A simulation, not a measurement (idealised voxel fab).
Module name: voxel trench capacitor (process module)
Pictured: cross-section cut, 200 nm wide, on a grid of 5 nm square cells.
A cross-section is written here as square cells arranged in a grid, and it is given in bands from the top down, each band taking up one or more rows of cells. Look at the band entry: it leads with the top's height and the bottom's height in nm. Then it lists the materials left to right, with a width in nm for each. The word "full width" on a single material says that material fills the band edge to edge. The word "blank" is empty space. Height is counted from the level 0, under which the received wafer is composed throughout of one material. The lowest of the bands is not closed at the bottom but continues downward, in the notation "z 0 and below". Top row gets the first number, bottom row gets the second, and each row in between changes by the same step: that is how a band width like "30..40" works. Given "nothing different" for a step, no cell of the cross-section differs between before and after that step. In "Closed cavity list" the enclosed voids are listed, meaning empty spaces of 8 cells or larger without any opening to the top. The form is width x height at distance, distance from the left edge, units nm. Formally, on a step line, whatever follows the settings is a remark that the simulator itself makes on the step. Steps that use a mask can have "overlay nm" on their line. It says how far the mask sat to the right of where it was meant to be. Negative means to the left.

Process steps foreseen in the plan
1: op RECEIVE | material Si
2: op CONFORMAL_DEP | material SiN | thk nm 5
3: op DIRECTIONAL_DEP | material aC | thk nm 10
4: op PATTERN | tone open | mask id TRENCH | material resist | width nm 25 | pitch nm 55 | thk nm 30 | overlay nm 0
5: op DIRECTIONAL_ETCH | etch materials aC | depth nm 10
6: op STRIP | etch materials resist
7: op DIRECTIONAL_ETCH | etch materials SiN | depth nm 5
8: op DIRECTIONAL_ETCH | etch materials Si | depth nm 35
9: op STRIP | etch materials aC
10: op CONFORMAL_DEP | material Al2O3 | thk nm 5
11: op FILL_DEP | material polySi | thk nm 5
12: op CMP | height nm 5

The first wafer of two, processed as planned

Cross-section of the wafer as it came to us, i.e., already through step 1
- z 0 and below | Si full width
- Closed cavity list: none

Wafer after step 2 (cross-section)
- z 5 to 0 | SiN full width
- Everything below 0 is unchanged.

Wafer after step 3 (cross-section)
- z 15 to 5 | aC full width
- Everything below 5 is unchanged.

Wafer after step 4 (cross-section)
- z 45 to 15 | resist: 60  blank: 25  resist: 30  blank: 25  resist: 60
- Everything below 15 is unchanged.

Wafer after step 5 (cross-section)
- z 35 to 15 | resist: 60  blank: 25  resist: 30  blank: 25  resist: 60
- z 15 to 5 | aC: 60  blank: 25  aC: 30  blank: 25  aC: 60
- Everything below 5 is unchanged.

Wafer after step 6 (cross-section)
- z 15 to 5 | aC: 60  blank: 25  aC: 30  blank: 25  aC: 60
- Everything below 5 is unchanged.

Wafer after step 7 (cross-section)
- z 15 to 5 | aC: 60  blank: 25  aC: 30  blank: 25  aC: 60
- z 5 to 0 | SiN: 60  blank: 25  SiN: 30  blank: 25  SiN: 60
- Everything below 0 is unchanged.

Wafer after step 8 (cross-section)
- z 15 to 5 | aC: 60  blank: 25  aC: 30  blank: 25  aC: 60
- z 5 to 0 | SiN: 60  blank: 25  SiN: 30  blank: 25  SiN: 60
- z 0 to -35 | Si: 60  blank: 25  Si: 30  blank: 25  Si: 60
- Everything below -35 is unchanged.

Wafer after step 9 (cross-section)
- z 5 to 0 | SiN: 60  blank: 25  SiN: 30  blank: 25  SiN: 60
- Everything below 0 is unchanged.

Wafer after step 10 (cross-section)
- z 10 to 5 | Al2O3: 65  blank: 15  Al2O3: 40  blank: 15  Al2O3: 65
- z 5 to 0 | SiN: 60  Al2O3: 5  blank: 15  Al2O3: 5  SiN: 30  Al2O3: 5  blank: 15  Al2O3: 5  SiN: 60
- z 0 to -30 | Si: 60  Al2O3: 5  blank: 15  Al2O3: 5  Si: 30  Al2O3: 5  blank: 15  Al2O3: 5  Si: 60
- z -30 to -35 | Si: 60  Al2O3: 25  Si: 30  Al2O3: 25  Si: 60
- Everything below -35 is unchanged.

Wafer after step 11 (cross-section)
- z 15 to 10 | polySi full width
- z 10 to 5 | Al2O3: 65  polySi: 15  Al2O3: 40  polySi: 15  Al2O3: 65
- z 5 to 0 | SiN: 60  Al2O3: 5  polySi: 15  Al2O3: 5  SiN: 30  Al2O3: 5  polySi: 15  Al2O3: 5  SiN: 60
- z 0 to -30 | Si: 60  Al2O3: 5  polySi: 15  Al2O3: 5  Si: 30  Al2O3: 5  polySi: 15  Al2O3: 5  Si: 60
- Everything below -30 is unchanged.

Wafer after step 12 (cross-section)
- z 5 to 0 | SiN: 60  Al2O3: 5  polySi: 15  Al2O3: 5  SiN: 30  Al2O3: 5  polySi: 15  Al2O3: 5  SiN: 60
- Everything below 0 is unchanged.

Wafer two of the pair: same origin, same plan, one error during the run; identical to wafer one up to and including step 3

Second wafer, cross-section, planned end of step 4
- z 45 to 15 | resist: 50  blank: 25  resist: 30  blank: 25  resist: 70
- Everything below 15 is unchanged.

Second wafer, cross-section, planned end of step 5
- z 35 to 15 | resist: 50  blank: 25  resist: 30  blank: 25  resist: 70
- z 15 to 5 | aC: 50  blank: 25  aC: 30  blank: 25  aC: 70
- Everything below 5 is unchanged.

Second wafer, cross-section, planned end of step 6
- z 15 to 5 | aC: 50  blank: 25  aC: 30  blank: 25  aC: 70
- Everything below 5 is unchanged.

Second wafer, cross-section, planned end of step 7
- z 15 to 5 | aC: 50  blank: 25  aC: 30  blank: 25  aC: 70
- z 5 to 0 | SiN: 50  blank: 25  SiN: 30  blank: 25  SiN: 70
- Everything below 0 is unchanged.

Second wafer, cross-section, planned end of step 8
- z 15 to 5 | aC: 50  blank: 25  aC: 30  blank: 25  aC: 70
- z 5 to 0 | SiN: 50  blank: 25  SiN: 30  blank: 25  SiN: 70
- z 0 to -35 | Si: 50  blank: 25  Si: 30  blank: 25  Si: 70
- Everything below -35 is unchanged.

Second wafer, cross-section, planned end of step 9
- z 5 to 0 | SiN: 50  blank: 25  SiN: 30  blank: 25  SiN: 70
- Everything below 0 is unchanged.

Second wafer, cross-section, planned end of step 10
- z 10 to 5 | Al2O3: 55  blank: 15  Al2O3: 40  blank: 15  Al2O3: 75
- z 5 to 0 | SiN: 50  Al2O3: 5  blank: 15  Al2O3: 5  SiN: 30  Al2O3: 5  blank: 15  Al2O3: 5  SiN: 70
- z 0 to -30 | Si: 50  Al2O3: 5  blank: 15  Al2O3: 5  Si: 30  Al2O3: 5  blank: 15  Al2O3: 5  Si: 70
- z -30 to -35 | Si: 50  Al2O3: 25  Si: 30  Al2O3: 25  Si: 70
- Everything below -35 is unchanged.

Second wafer, cross-section, planned end of step 11
- z 15 to 10 | polySi full width
- z 10 to 5 | Al2O3: 55  polySi: 15  Al2O3: 40  polySi: 15  Al2O3: 75
- z 5 to 0 | SiN: 50  Al2O3: 5  polySi: 15  Al2O3: 5  SiN: 30  Al2O3: 5  polySi: 15  Al2O3: 5  SiN: 70
- z 0 to -30 | Si: 50  Al2O3: 5  polySi: 15  Al2O3: 5  Si: 30  Al2O3: 5  polySi: 15  Al2O3: 5  Si: 70
- Everything below -30 is unchanged.

Second wafer, cross-section, planned end of step 12
- z 5 to 0 | SiN: 50  Al2O3: 5  polySi: 15  Al2O3: 5  SiN: 30  Al2O3: 5  polySi: 15  Al2O3: 5  SiN: 70
- Everything below 0 is unchanged.
Here's what went sideways: step 4 went in with a setting other than planned; the actual run was op PATTERN | tone open | mask id TRENCH | material resist | width nm 25 | pitch nm 55 | thk nm 30 | overlay nm -10
Final state: per-material cell counts identical on both wafers; locations differ.
